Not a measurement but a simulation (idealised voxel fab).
Name of the process module below: voxel transistor to metal
Section shown: cut. Width: 150 nm. Cell size: 5 nm, square.
Cross-sections here: square-cell grids, written as top-down lists of bands, a band being one or more rows of cells. Heights first: top, then bottom, in nm. Then materials, left to right, each with a width in nm. "edge to edge" on a single material: fills the band edge to edge. "air": empty space. Height 0 is the level under which the wafer as received is all one material. The lowest band goes on downwards, as in "0..down". You'd read "30->40" like this: the band's top row of cells is as wide as the first number, its bottom row is as wide as the second, and going down, every row changes width by the same amount as the row before did. Basically "nothing got changed" means that step didn't change any cell in the cross-section. Any empty space of 8 cells or more lacking an open way to the top shows up in "closed voids" as width x height at distance, distance from the left edge, in nm. Whatever follows a step's settings on its line is a remark the simulator itself makes about that step. The setting "overlay nm" may be written on the line of a step. When the step uses a mask, the value reports how far to the right of the planned place the mask lay, and a negative value reports that it lay to the left.
## Listed below are the process steps as planned
1. op RECEIVE | material Si
2. op CONFORMAL_DEP | material SiO2 | thk nm 5
3. op CONFORMAL_DEP | material SiN | thk nm 10
4. op PATTERN | tone cover | mask id ACTIVE | material resist | width nm 90 | thk nm 15 | overlay nm 0
5. op DIRECTIONAL_ETCH | etch materials SiN | depth nm 10
6. op DIRECTIONAL_ETCH | etch materials SiO2 | depth nm 5
7. op DIRECTIONAL_ETCH | etch materials Si | depth nm 30
8. op STRIP | etch materials resist
9. op FILL_DEP | material SiO2 | thk nm 5
10. op CMP | height nm 15
11. op SELECTIVE_ETCH | etch materials SiO2 | depth nm 5
12. op STRIP | etch materials SiN
13. op SELECTIVE_ETCH | etch materials SiO2 | depth nm 5
14. op OXIDIZE | depth nm 5
15. op DIRECTIONAL_DEP | material polySi | thk nm 30
16. op DIRECTIONAL_DEP | material SiCN | thk nm 15
17. op DIRECTIONAL_DEP | material aC | thk nm 15
18. op PATTERN | tone cover | mask id GATE | material resist | width nm 20 | thk nm 35 | overlay nm 0
19. op DIRECTIONAL_ETCH | etch materials aC | depth nm 15
20. op STRIP | etch materials resist
21. op DIRECTIONAL_ETCH | etch materials SiCN | depth nm 25
22. op DIRECTIONAL_ETCH | etch materials polySi | depth nm 40
23. op STRIP | etch materials aC
24. op CONFORMAL_DEP | material SiN | thk nm 5
25. op DIRECTIONAL_ETCH | etch materials SiN | depth nm 5
26. op DIRECTIONAL_ETCH | etch materials SiO2 | depth nm 5
27. op DIRECTIONAL_ETCH | etch materials Si | depth nm 10
28. op EPI | material SiGe | thk nm 15
29. op FILL_DEP | material SiO2 | thk nm 10
30. op CMP | height nm 45
31. op DIRECTIONAL_DEP | material SiO2 | thk nm 15
32. op DIRECTIONAL_DEP | material aC | thk nm 15
33. op PATTERN | tone open | mask id CONTACT | material resist | width nm 15 | pitch nm 65 | thk nm 35 | overlay nm 0
34. op DIRECTIONAL_ETCH | etch materials aC | depth nm 15
35. op STRIP | etch materials resist
36. op DIRECTIONAL_ETCH | etch materials SiO2 | depth nm 60
37. op STRIP | etch materials aC
38. op CONFORMAL_DEP | material TiN | thk nm 5
39. op FILL_DEP | material Ru | thk nm 5
40. op CMP | height nm 60
41. op CONFORMAL_DEP | material SiN | thk nm 5
42. op DIRECTIONAL_DEP | material SiO2 | thk nm 25
43. op MASKED_ETCH | tone open | mask id METAL_1 | width nm 15 | pitch nm 65 | etch materials SiO2 | depth nm 25 | overlay nm 0
44. op MASKED_ETCH | tone open | mask id METAL_1 | width nm 15 | pitch nm 65 | etch materials SiN | depth nm 5 | overlay nm 0
45. op CONFORMAL_DEP | material TiN | thk nm 5
46. op FILL_DEP | material Ru | thk nm 5
47. op CMP | height nm 90
48. op CONFORMAL_DEP | material SiCN | thk nm 5
## As-received state of the wafer in cross-section, equivalent to post-step 1
	0..down = Si edge to edge
	closed voids: none
## The cross-section shown corresponds to the wafer at the conclusion of the module. The initial structure and the process plan are those presented above; however, one mistake occurred in executing the plan
	95..90 = SiCN edge to edge
	90..65 = SiO2 35 / TiN 5 / Ru 5 / TiN 5 / SiO2 50 / TiN 5 / Ru 5 / TiN 5 / SiO2 35
	65..60 = SiN 35 / TiN 15 / SiN 50 / TiN 15 / SiN 35
	60..50 = Ru 30 / TiN 5 / SiO2 15 / TiN 5 / Ru 40 / TiN 5 / SiO2 15 / TiN 5 / Ru 30
	50..45 = Ru 30 / TiN 5 / SiO2 15 / TiN 50 / SiO2 15 / TiN 5 / Ru 30
	45..30 = Ru 30 / TiN 5 / SiO2 15 / TiN 10 / SiN 5 / SiCN 20 / SiN 5 / TiN 10 / SiO2 15 / TiN 5 / Ru 30
	30..10 = Ru 30 / TiN 5 / SiO2 15 / TiN 10 / SiN 5 / polySi 20 / SiN 5 / TiN 10 / SiO2 15 / TiN 5 / Ru 30
	10..5 = Ru 20 / TiN 15 / SiO2 10 / SiGe 15 / SiN 5 / polySi 20 / SiN 5 / SiGe 15 / SiO2 10 / TiN 15 / Ru 20
	5..0 = TiN 25 / SiN 5 / TiN 5 / SiO2 10 / SiGe 15 / SiN 5 / polySi 20 / SiN 5 / SiGe 15 / SiO2 10 / TiN 5 / SiN 5 / TiN 25
	0..-5 = SiO2 30 / SiGe 30 / SiO2 30 / SiGe 30 / SiO2 30
	-5..-15 = SiO2 30 / SiGe 30 / Si 30 / SiGe 30 / SiO2 30
	-15..-30 = SiO2 30 / Si 90 / SiO2 30
	-30..down = Si edge to edge
	closed voids: none
Against the plan, the run slipped here: the process deviated at step 33: the operation and settings actually run there were op PATTERN | tone cover | mask id CONTACT | material resist | width nm 15 | pitch nm 65 | thk nm 35 | overlay nm 0
